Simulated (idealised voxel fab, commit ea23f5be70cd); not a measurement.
A process module follows: voxel capacitor over wiring.
This is section cut - it's 155 nm across, gridded in 5 nm square cells.
Bands, listed from the top down, are how a cross-section gets written in this document; the cross-section itself is a grid of square cells, and a band is one or more rows of them.
Band: top height; bottom height; in nm. Then, left to right: material with width in nm, for each material. "full width": a single material spanning edge to edge. "blank": empty space.
Basically, 0 is our baseline, since under it the wafer straight out of the box is all one material. The bottom band has no lower end and keeps on going down, so it looks like "top 0, no bottom".
Graded width ("30->40"): value in top row of band = first number; value in bottom row = second number; row-to-row change constant.
What does "remains unaltered" mean for a step? It means no cell of the cross-section changed in that step.
What "Closed internal cavities" gives you is every empty space of 8 cells or more that is cut off from the top. Each appears as width x height at distance, with the distance taken from the left edge and width, height and distance all in nm.
It should be noted that, on the line of a given step, the content following the step's settings is a remark produced by the simulator itself with respect to that step.
When a step includes a mask, the "overlay nm" setting on its line states how far to the right of its planned place that mask lay, and negative values state how far to the left.
The process steps that were planned are listed below:
1: RECEIVE, material Si
2: CONFORMAL_DEP, material SiO2, thk nm 15
3: CONFORMAL_DEP, material SiCN, thk nm 5
4: DIRECTIONAL_DEP, material SiO2, thk nm 20
5: DIRECTIONAL_DEP, material aC, thk nm 10
6: PATTERN, tone open, mask id METAL_1, material resist, width nm 30, pitch nm 85, thk nm 30, overlay nm 0
7: DIRECTIONAL_ETCH, etch materials aC, depth nm 10
8: STRIP, etch materials resist
9: DIRECTIONAL_ETCH, etch materials SiO2, depth nm 20
10: DIRECTIONAL_ETCH, etch materials SiCN, depth nm 5
11: STRIP, etch materials aC
12: CONFORMAL_DEP, material TiN, thk nm 5
13: FILL_DEP, material Cu, thk nm 10
14: CMP, height nm 40
15: EPI, material Ru, thk nm 5
16: FILL_DEP, material SiCN, thk nm 5
17: DIRECTIONAL_DEP, material lowk, thk nm 20
18: DIRECTIONAL_DEP, material aC, thk nm 10
19: PATTERN, tone open, mask id PLUG_1, material resist, width nm 15, thk nm 30, overlay nm 0
20: DIRECTIONAL_ETCH, etch materials aC, depth nm 10
21: STRIP, etch materials resist
22: DIRECTIONAL_ETCH, etch materials lowk, depth nm 20
23: DIRECTIONAL_ETCH, etch materials SiCN, depth nm 5
24: STRIP, etch materials aC
25: EPI, material Ru, thk nm 10
26: EPI, material Ru, thk nm 10
27: EPI, material Ru, thk nm 5
28: DIRECTIONAL_DEP, material TiN, thk nm 5
29: DIRECTIONAL_DEP, material HfO2, thk nm 5
30: DIRECTIONAL_DEP, material TiN, thk nm 5
31: PATTERN, tone cover, mask id UPPER_PLATE, material resist, width nm 60, thk nm 15, overlay nm 0
32: DIRECTIONAL_ETCH, etch materials TiN, depth nm 5
33: DIRECTIONAL_ETCH, etch materials HfO2, depth nm 5
34: STRIP, etch materials resist
35: DIRECTIONAL_DEP, material aC, thk nm 15
36: PATTERN, tone cover, mask id LOWER_PLATE, material resist, width nm 70, thk nm 35, overlay nm 0
37: DIRECTIONAL_ETCH, etch materials aC, depth nm 15
38: STRIP, etch materials resist
39: DIRECTIONAL_ETCH, etch materials TiN, depth nm 5
40: STRIP, etch materials aC
41: FILL_DEP, material SiO2, thk nm 15
42: CMP, height nm 95
43: MASKED_ETCH, tone open, mask id PLUG_2, width nm 15, etch materials SiO2, depth nm 10, overlay nm 0
44: CONFORMAL_DEP, material TiN, thk nm 5
45: FILL_DEP, material W, thk nm 10
46: CMP, height nm 95
47: CONFORMAL_DEP, material SiCN, thk nm 5
Shown in cross-section is the wafer as received, that is, as it stands after step 1:
  top 0, no bottom: Si full width
  Closed internal cavities: none
Look at the cross-section after the module: the wafer started out the way shown above and the plan was the one shown above, yet one mistake was made along the way:
  top 100, bottom 95: SiCN full width
  top 95, bottom 90: 30 nm SiO2, 5 nm TiN, 10 nm SiO2, 55 nm TiN, 55 nm SiO2
  top 90, bottom 85: 35 nm lowk, 10 nm SiO2, 5 nm TiN, 105 nm lowk
  top 85, bottom 80: 35 nm lowk, 15 nm TiN, 105 nm lowk
  top 80, bottom 75: 35 nm lowk, 15 nm HfO2, 105 nm lowk
  top 75, bottom 70: 35 nm lowk, 15 nm TiN, 105 nm lowk
  top 70, bottom 50: lowk full width
  top 50, bottom 45: SiCN full width
  top 45, bottom 40: 15 nm SiCN, 40 nm Ru, 45 nm SiCN, 40 nm Ru, 15 nm SiCN
  top 40, bottom 20: 20 nm SiO2, 5 nm TiN, 20 nm Cu, 5 nm TiN, 55 nm SiO2, 5 nm TiN, 20 nm Cu, 5 nm TiN, 20 nm SiO2
  top 20, bottom 15: 20 nm SiCN, 30 nm TiN, 55 nm SiCN, 30 nm TiN, 20 nm SiCN
  top 15, bottom 0: SiO2 full width
  top 0, no bottom: Si full width
  Closed internal cavities: none
Run error: the plan's step 17 ran twice
